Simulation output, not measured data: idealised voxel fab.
Presented below is a process module, voxel ribs on slabs.
The cross-section shown here is cut; it is 250 nm wide and divided into square cells measuring 5 nm on a side.
In this document a cross-section is written as a grid of square cells. It is given as a series of bands, listed from the top down, and a band is one or more rows of cells.
Heads up on the band format: heights come first, top then bottom, in nm. After that it's the materials left to right, each with its width in nm. A single material flagged "full width" fills the whole band edge to edge, and "blank" means there's empty space there.
Beneath 0, the wafer as received is one material, and that level is where height counting begins. The lowest band goes on downward without a bottom; it is written like "0 down".
Width spec "30->40" -> top row of cells at first value, bottom row at second value, equal per-row change in between.
The designation "no change occurred", where it is given for a processing step, indicates that no cell of the cross-section was altered in the course of that step.
Any empty space of 8 cells or more lacking an open way to the top shows up in "Enclosed void list" as width x height at distance, distance from the left edge, in nm.
The remark found on a step's line after its settings is issued by the simulator itself and pertains to that step.
overlay nm: right-of-plan distance of the mask on a masked step; negative values mean left-of-plan.
### The steps planned for the process are as follows
1. RECEIVE [material Si]
2. DIRECTIONAL_DEP [material SiO2] [thk nm 25]
3. DIRECTIONAL_DEP [material SiN] [thk nm 15]
4. MASKED_ETCH [tone cover] [mask id RIB] [width nm 20] [etch materials SiN] [depth nm 10] [overlay nm 0]
5. MASKED_ETCH [tone cover] [mask id SLAB] [width nm 60] [etch materials SiN] [depth nm 5] [overlay nm 0]
6. FILL_DEP [material SiO2] [thk nm 20]
7. CMP [height nm 50]
8. DIRECTIONAL_DEP [material TiN] [thk nm 5]
9. MASKED_ETCH [tone cover] [mask id HEATER] [width nm 30] [etch materials TiN] [depth nm 5] [overlay nm 0]
10. CONFORMAL_DEP [material SiO2] [thk nm 5]
### Here's what the wafer looked like in cross-section when it arrived - that's after step 1
    0 down | Si full width
    Enclosed void list: none
### Starting structure and process plan are as shown above, but one mistake was made in running the module; the wafer cross-section at the end of the module follows
    60 to 55 | blank (105), then SiO2 (40), then blank (105)
    55 to 50 | SiO2 (110), then TiN (30), then SiO2 (110)
    50 to 40 | SiO2 full width
    40 to 30 | SiO2 (120), then SiN (15), then SiO2 (115)
    30 to 25 | SiO2 (95), then SiN (60), then SiO2 (95)
    25 to 0 | SiO2 full width
    0 down | Si full width
    Enclosed void list: none
Want to know what went wrong? in deviation from the planned setting, step 4 was conducted as MASKED_ETCH [tone cover] [mask id RIB] [width nm 15] [etch materials SiN] [depth nm 10] [overlay nm 0]
